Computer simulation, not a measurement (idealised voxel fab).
Name of the process module below: voxel transistor to metal
Cross-sectional view cut (width: 195 nm; square cell size: 5 nm).
The cross-sections in this document take the form of a grid made of square cells. They are written out as bands, in order from top to bottom. Each band consists of one or more rows of cells. A band entry consists of two parts. The first gives the height of the band's top and the height of its bottom, in nm. The rest lists the band's materials from left to right, each with its width in nm. A single material labelled with the word "all across" fills the band from edge to edge, and the word "air" marks empty space. Heights from 0 (as-received wafer is one material below). Bottom band endless downward, as "0 and below". The width entry "30->40" should be interpreted row by row: the top row of cells in the band takes the first number, the bottom row takes the second number, and the change between adjacent rows is uniform throughout. It should be understood that the words "no modifications", when stated for a given step, signify that the cross-section underwent no change in any of its cells during that step. The list in "Closed internal voids" covers empty spaces of 8 cells or more that cannot reach the top through any open way, and it gives each as width x height at distance; the distance is from the left edge, and width, height and distance are in nm. Anything after a step's settings on that line? It's the simulator's own note about the step. overlay nm: where the mask lay relative to plan, measured to the right, on steps with a mask; negatives go left.

Process steps foreseen in the plan:
1. RECEIVE (material Si)
2. OXIDIZE (depth nm 5)
3. CONFORMAL_DEP (material SiN; thk nm 15)
4. MASKED_ETCH (tone cover; mask id ACTIVE; width nm 105; etch materials SiN; depth nm 15; overlay nm 0)
5. MASKED_ETCH (tone cover; mask id ACTIVE; width nm 105; etch materials SiO2; depth nm 5; overlay nm 0)
6. MASKED_ETCH (tone cover; mask id ACTIVE; width nm 105; etch materials Si; depth nm 25; overlay nm 0)
7. FILL_DEP (material SiO2; thk nm 15)
8. CMP (height nm 15)
9. SELECTIVE_ETCH (etch materials SiO2; depth nm 5)
10. STRIP (etch materials SiN)
11. SELECTIVE_ETCH (etch materials SiO2; depth nm 5)
12. OXIDIZE (depth nm 5)
13. DIRECTIONAL_DEP (material polySi; thk nm 25)
14. DIRECTIONAL_DEP (material SiCN; thk nm 10)
15. MASKED_ETCH (tone cover; mask id GATE; width nm 15; etch materials SiCN; depth nm 20; overlay nm 0)
16. MASKED_ETCH (tone cover; mask id GATE; width nm 15; etch materials polySi; depth nm 35; overlay nm 0)
17. CONFORMAL_DEP (material SiO2; thk nm 5)
18. DIRECTIONAL_ETCH (etch materials SiO2; depth nm 5)
19. CONFORMAL_DEP (material SiN; thk nm 5)
20. DIRECTIONAL_ETCH (etch materials SiN; depth nm 5)
21. DIRECTIONAL_ETCH (etch materials SiO2; depth nm 5)
22. DIRECTIONAL_ETCH (etch materials Si; depth nm 5)
23. EPI (material SiGe; thk nm 10)
24. FILL_DEP (material SiO2; thk nm 5)
25. CMP (height nm 30)
26. DIRECTIONAL_DEP (material SiO2; thk nm 10)
27. DIRECTIONAL_DEP (material aC; thk nm 15)
28. PATTERN (tone open; mask id CONTACT; material resist; width nm 35; pitch nm 60; thk nm 35; overlay nm 0)
29. DIRECTIONAL_ETCH (etch materials aC; depth nm 15)
30. STRIP (etch materials resist)
31. DIRECTIONAL_ETCH (etch materials SiO2; depth nm 45)
32. STRIP (etch materials aC)
33. CONFORMAL_DEP (material TiN; thk nm 5)
34. FILL_DEP (material Ru; thk nm 10)
35. CMP (height nm 40)
36. CONFORMAL_DEP (material SiN; thk nm 5)
37. DIRECTIONAL_DEP (material lowk; thk nm 25)
38. MASKED_ETCH (tone open; mask id METAL_1; width nm 20; pitch nm 75; etch materials lowk; depth nm 25; overlay nm 0)
39. MASKED_ETCH (tone open; mask id METAL_1; width nm 20; pitch nm 75; etch materials SiN; depth nm 5; overlay nm 0)
40. CONFORMAL_DEP (material TiN; thk nm 5)
41. FILL_DEP (material W; thk nm 10)
42. CMP (height nm 70)
43. CONFORMAL_DEP (material SiCN; thk nm 5)

Cross-section, incoming material, after step 1:
0 and below = Si all across
Closed internal voids: none

First of two wafers: cross-section at end of module, run per plan:
75 down to 70 = SiCN all across
70 down to 45 = lowk (50); TiN (5); W (10); TiN (5); lowk (55); TiN (5); W (10); TiN (5); lowk (50)
45 down to 40 = SiN (50); TiN (20); SiN (55); TiN (20); SiN (50)
40 down to 30 = SiO2 (50); TiN (5); Ru (25->20); TiN (5->10); SiO2 (25); TiN (5->10); Ru (25->20); TiN (5); SiO2 (50)
30 down to 20 = SiO2 (50); TiN (5); Ru (20); TiN (5); SiN (5); SiO2 (5); SiCN (15); SiO2 (5); SiN (5); TiN (5); Ru (20); TiN (5); SiO2 (50)
20 down to 5 = SiO2 (50); TiN (5); Ru (20); TiN (5); SiN (5); SiO2 (5); polySi (15); SiO2 (5); SiN (5); TiN (5); Ru (20); TiN (5); SiO2 (50)
5 down to 0 = SiO2 (45); SiN (5); TiN (30); SiN (5); SiO2 (5); polySi (15); SiO2 (5); SiN (5); TiN (30); SiN (5); SiO2 (45)
0 down to -5 = SiO2 (45); SiN (5); SiGe (10); TiN (10); SiGe (10); SiN (5); SiO2 (5); polySi (15); SiO2 (5); SiN (5); SiGe (10); TiN (10); SiGe (10); SiN (5); SiO2 (45)
-5 down to -10 = SiO2 (50); SiGe (30); SiO2 (35); SiGe (30); SiO2 (50)
-10 down to -15 = SiO2 (45); Si (5); SiGe (30); Si (35); SiGe (30); Si (5); SiO2 (45)
-15 down to -30 = SiO2 (45); Si (105); SiO2 (45)
-30 and below = Si all across
Closed internal voids: none

What the second wafer looks like in cross-section once the module is done. Its start and its plan matched the first wafer's exactly; what differed was one mistake in how it was run:
75 down to 70 = SiCN all across
70 down to 45 = lowk (50); TiN (5); W (10); TiN (5); lowk (55); TiN (5); W (10); TiN (5); lowk (50)
45 down to 40 = SiN (50); TiN (20); SiN (55); TiN (20); SiN (50)
40 down to 30 = SiO2 (50); TiN (5); Ru (25->20); TiN (5->10); SiO2 (25); TiN (5->10); Ru (25->20); TiN (5); SiO2 (50)
30 down to 25 = SiO2 (50); TiN (5); Ru (20); TiN (5); SiN (5); SiO2 (5); SiCN (15); SiO2 (5); SiN (5); TiN (5); Ru (20); TiN (5); SiO2 (50)
25 down to 10 = SiO2 (50); TiN (5); Ru (20); TiN (5); SiN (5); SiO2 (5); polySi (15); SiO2 (5); SiN (5); TiN (5); Ru (20); TiN (5); SiO2 (50)
10 down to 5 = SiO2 (50); TiN (30); SiN (5); SiO2 (5); polySi (15); SiO2 (5); SiN (5); TiN (30); SiO2 (50)
5 down to 0 = SiO2 (50); SiN (5); SiGe (10); TiN (5); SiGe (10); SiN (5); SiO2 (5); polySi (15); SiO2 (5); SiN (5); SiGe (10); TiN (5); SiGe (10); SiN (5); SiO2 (50)
0 down to -5 = SiO2 (55); SiGe (25); SiO2 (35); SiGe (25); SiO2 (55)
-5 down to -10 = SiO2 (45); Si (10); SiGe (25); Si (35); SiGe (25); Si (10); SiO2 (45)
-10 down to -30 = SiO2 (45); Si (105); SiO2 (45)
-30 and below = Si all across
Closed internal voids: none
What went wrong in running the wafer? steps 10 and 11 run out of order (swapped)
Cell-count delta at end, second wafer over first, by material: -8 Ru; +23 Si; -3 SiCN; -4 SiGe; -4 SiN; +2 SiO2; -6 TiN
